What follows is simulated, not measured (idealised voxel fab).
The name of this process module is voxel quadruple lines.
Cross-sectional view cut (width: 140 nm; square cell size: 5 nm).
Square cells in a grid make up a cross-section in this document, and the grid is given as bands, listed from the top down, each one or more rows of cells. Heads up on the band format: heights come first, top then bottom, in nm. After that it's the materials left to right, each with its width in nm. A single material flagged "all across" fills the whole band edge to edge, and "blank" means there's empty space there. Heads up on the height convention: 0 is the point under which the incoming wafer is all one material, and the lowest band has no bottom, it just keeps going down, like "0 and below". A two-number width, for instance "30->40", indicates that the width is equal to the first number in the top row of the band and to the second number in the bottom row, and that it changes by a constant amount per row of cells. For the purposes of this document, the phrase "left unchanged" attached to a step denotes that no cell within the cross-section was modified by that step. This entry, "Fully closed voids", enumerates those empty regions of no fewer than 8 cells that possess no open connection to the top. Each region is reported in the form width x height at distance, the distance being taken from the left edge, with all three quantities expressed in nm. Note: text after step settings on the step line = simulator remark on that step. If you see "overlay nm" on a step's line and that step has a mask, it's telling you how far right of where it was planned the mask ended up; a negative number means it went left instead.
-- The process steps that were planned are listed below
- 1: RECEIVE: material Si
- 2: CONFORMAL_DEP: material SiO2, thk nm 5
- 3: DIRECTIONAL_DEP: material TiN, thk nm 10
- 4: DIRECTIONAL_DEP: material polySi, thk nm 20
- 5: DIRECTIONAL_DEP: material aC, thk nm 20
- 6: PATTERN: tone cover, mask id MANDREL, material resist, width nm 20, pitch nm 60, thk nm 30, overlay nm 0
- 7: DIRECTIONAL_ETCH: etch materials aC, depth nm 20
- 8: STRIP: etch materials resist
- 9: CONFORMAL_DEP: material SiO2, thk nm 10
- 10: DIRECTIONAL_ETCH: etch materials SiO2, depth nm 10
- 11: STRIP: etch materials aC
- 12: DIRECTIONAL_ETCH: etch materials polySi, depth nm 20
- 13: STRIP: etch materials SiO2
- 14: CONFORMAL_DEP: material SiCN, thk nm 5
- 15: DIRECTIONAL_ETCH: etch materials SiCN, depth nm 5
- 16: STRIP: etch materials polySi
- 17: DIRECTIONAL_ETCH: etch materials TiN, depth nm 10
- 18: STRIP: etch materials SiCN
- 19: FILL_DEP: material lowk, thk nm 10
- 20: CMP: height nm 15
-- Cross-section of the wafer upon arrival, representing the state reached after step 1
  0 and below = Si all across
  Fully closed voids: none
-- Run as planned - first of the two wafers cross-sectioned at the end of the module
  15 down to 5 = lowk 15  TiN 5  lowk 10  TiN 5  lowk 10  TiN 5  lowk 10  TiN 5  lowk 10  TiN 5  lowk 10  TiN 5  lowk 10  TiN 5  lowk 10  TiN 5  lowk 15
  5 down to 0 = SiO2 all across
  0 and below = Si all across
  Fully closed voids: none
-- Cross-section at end of module for the second wafer of two, which matched the first in starting point and plan and differed by one mistake in its processing
  15 down to 5 = lowk 5  TiN 5  lowk 10  TiN 5  lowk 10  TiN 5  lowk 10  TiN 5  lowk 10  TiN 5  lowk 10  TiN 5  lowk 10  TiN 5  lowk 10  TiN 5  lowk 25
  5 down to 0 = SiO2 all across
  0 and below = Si all across
  Fully closed voids: none
Finding, execution versus plan: not per plan at step 6, really ran PATTERN: tone cover, mask id MANDREL, material resist, width nm 20, pitch nm 60, thk nm 30, overlay nm -10
Cell counts per material: same on both final wafers. Positions: different.
